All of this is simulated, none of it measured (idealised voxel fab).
This is a process module. Its name is voxel air gaps.
The width of the displayed cross-section, cut, is 275 nm; its cells are square, with a size of 5 nm.
Cross-section, as written here: a square-cell grid given band by band from the top down, where a band holds one or more rows of cells.
Quick guide to a band line: top height, bottom height (nm) up front; then every material left to right with its width in nm. Only one material and it's marked "all across"? Then it fills the band edge to edge. And "air" just means empty space.
Zero point of the height axis is 0; under it, received wafer = one material. Lowest band: continues down indefinitely, "z 0 and below".
It should be noted that a width expressed as "30->40" varies in equal increments from row to row of cells within the band, taking the value of the first number at the top row and that of the second number at the bottom row.
Basically "nothing changed" means that step didn't change any cell in the cross-section.
In the "Tabulated closed voids" entry, you get each enclosed empty space of 8 cells or more, one with no open way to the top, written width x height at distance, distance from the left edge, in nm.
Heads up: the bit after the settings on a step's line is the simulator's remark on that step.
The optional step-line setting "overlay nm" applies to steps with a mask and quantifies how far to the right of its planned location the mask lay, a negative value indicating leftward placement.
Steps in the process plan
1 RECEIVE,material Si
2 CONFORMAL_DEP,material SiO2,thk nm 10
3 CONFORMAL_DEP,material SiCN,thk nm 5
4 DIRECTIONAL_DEP,material SiO2,thk nm 35
5 MASKED_ETCH,tone open,mask id LINES,width nm 20,pitch nm 45,etch materials SiO2,depth nm 35,overlay nm 0
6 CONFORMAL_DEP,material TiN,thk nm 5
7 FILL_DEP,material Ru,thk nm 5
8 CMP,height nm 50
9 EPI,material Ru,thk nm 10
10 SELECTIVE_ETCH,etch materials SiO2,depth nm 45
11 CONFORMAL_DEP,material SiCN,thk nm 5
Cross-sectional view of the wafer in its as-received condition, corresponding to the state after step 1
    z 0 and below: Si all across
    Tabulated closed voids: none
Result of the module, cross-sectioned: start per above, plan per above, one error in how it was run
    z 65 to 60: air=70, SiCN=135, air=70
    z 60 to 50: air=70, SiCN=5, Ru=35, SiCN=10, Ru=35, SiCN=10, Ru=35, SiCN=5, air=70
    z 50 to 45: air=70, SiCN=15, TiN=5, Ru=5, TiN=5, SiCN=30, TiN=5, Ru=5, TiN=5, SiCN=30, TiN=5, Ru=5, TiN=5, SiCN=15, air=70
    z 45 to 20: air=80, SiCN=5, TiN=5, Ru=5, TiN=5, SiCN=5, air=20, SiCN=5, TiN=5, Ru=5, TiN=5, SiCN=5, air=20, SiCN=5, TiN=5, Ru=5, TiN=5, SiCN=5, air=80
    z 20 to 15: SiCN=85, TiN=15, SiCN=30, TiN=15, SiCN=30, TiN=15, SiCN=85
    z 15 to 10: SiCN all across
    z 10 to 0: SiO2 all across
    z 0 and below: Si all across
    Tabulated closed voids: 20 x 25 at 105; 20 x 25 at 150
Against the plan, the run slipped here: it should be noted that step 5 was executed with settings other than those planned, the operation and settings actually applied being MASKED_ETCH,tone open,mask id LINES,width nm 15,pitch nm 45,etch materials SiO2,depth nm 35,overlay nm 0
